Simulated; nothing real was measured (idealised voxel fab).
Presented below is a process module, voxel released beams.
It is cross-section cut that appears here, measuring 165 nm in width, its square cells being 5 nm in size.
A cross-section is a grid of square cells, given in bands from the top down. A band is one or more rows of cells.
Top height, bottom height, nm. Materials left to right, width each, nm. Single material + "full width" = fills band edge to edge. "air" = empty.
Ref level 0: as-received wafer is one material below here. Bottom band extends down with no lower bound ("0 -> down").
Note: "30->40" means the width goes from the first number (top row of the band) to the second number (bottom row) in equal steps per row of cells.
What does "no modification" mean for a step? It means no cell of the cross-section changed in that step.
"Closed cavity list" specifies each empty space that is not open to the top and that occupies no fewer than 8 cells, using the form width x height at distance, the distance measured from the left edge and all three quantities in nm.
That trailing text on a step's line, after the settings, is the simulator's own remark on the step.
overlay nm: mask right of planned place by this much (step with mask). Neg. = left.

BELOW IS THE LIST OF PLANNED PROCESS STEPS
| 1 | RECEIVE,material Si |
| 2 | CONFORMAL_DEP,material SiN,thk nm 10 |
| 3 | DIRECTIONAL_DEP,material SiO2,thk nm 20 |
| 4 | PATTERN,tone open,mask id ANCHOR,material resist,width nm 30,thk nm 20,overlay nm 0 |
| 5 | DIRECTIONAL_ETCH,etch materials SiO2,depth nm 20 |
| 6 | STRIP,etch materials resist |
| 7 | CONFORMAL_DEP,material TiN,thk nm 10 |
| 8 | MASKED_ETCH,tone cover,mask id BEAM,width nm 115,etch materials TiN,depth nm 10,overlay nm 0 |
| 9 | STRIP,etch materials SiO2 |

WAFER CROSS-SECTION ON RECEIPT, I.E. AFTER STEP 1
> 0 -> down = Si full width
> Closed cavity list: none

WHAT THE WAFER LOOKS LIKE IN CROSS-SECTION AFTER THIS MODULE, WHEN IT STARTS AS SHOWN ABOVE AND FOLLOWS THE PLAN ABOVE BUT ONE MISTAKE IS MADE IN RUNNING IT
> 40 -> 30 = air 30  TiN 5  air 10  TiN 100  air 20
> 30 -> 20 = air 25  TiN 10  air 10  TiN 10  air 110
> 20 -> 10 = air 25  TiN 30  air 110
> 10 -> 0 = SiN full width
> 0 -> down = Si full width
> Closed cavity list: none
What was the processing mistake? step 8, actual vs plan mismatch, actual run MASKED_ETCH,tone cover,mask id BEAM,width nm 115,etch materials TiN,depth nm 10,overlay nm 10
